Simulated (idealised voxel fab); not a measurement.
Process module under the name voxel tone inversion
Displayed cross-section: cut, width of 205 nm, square cells sized 5 nm.
Cross-section, as written here: a square-cell grid given band by band from the top down, where a band holds one or more rows of cells.
Per band: top height and bottom height in nm, followed by the left-to-right materials and their widths in nm; "everywhere" marks a single material spanning edge to edge, "air" marks empty space.
Heads up on the height convention: 0 is the point under which the incoming wafer is all one material, and the lowest band has no bottom, it just keeps going down, like "0 and below".
Graded width ("30->40"): value in top row of band = first number; value in bottom row = second number; row-to-row change constant.
You'll sometimes find "no alterations made" written for a step, and that's the way of saying that nowhere in the cross-section did a cell change during that step.
Reported under the label "Closed-off voids" are the empty spaces having no open way to the top and comprising 8 cells or more; the notation for each is width x height at distance, in which the distance is measured from the left edge and all three values are in nm.
On a step's line, text after the settings is the simulator commenting on that step.
For masked steps, "overlay nm" on the step line gives how far right of plan the mask actually lay; a minus sign means it lay to the left.
# These are the steps we planned for the process
| 1 | RECEIVE,material Si |
| 2 | CONFORMAL_DEP,material SiCN,thk nm 10 |
| 3 | DIRECTIONAL_DEP,material aC,thk nm 15 |
| 4 | PATTERN,tone cover,mask id POSTS,material resist,width nm 15,pitch nm 45,thk nm 20,overlay nm 0 |
| 5 | DIRECTIONAL_ETCH,etch materials aC,depth nm 15 |
| 6 | STRIP,etch materials resist |
| 7 | FILL_DEP,material SiO2,thk nm 10 |
| 8 | CMP,height nm 25 |
| 9 | STRIP,etch materials aC |
The plan shows the width nm of step 4 as the first wafer had it; this setting differs between the wafers, which start out alike.
# The first of several wafers as received, shown in cross-section; this is its state after step 1
  0 and below | Si everywhere
  Closed-off voids: none
# So in this table every wafer gets its own row, and what you see is where it stands at the end of the module: for each material, how many cells it picked up (+) or gave up (-) since we received it, and after that its closed voids
width nm 15, +82 SiCN, +87 SiO2, Closed-off voids: none
width nm 20, +82 SiCN, +75 SiO2, Closed-off voids: none
width nm 25, +82 SiCN, +63 SiO2, Closed-off voids: none
width nm 30, +82 SiCN, +51 SiO2, Closed-off voids: none
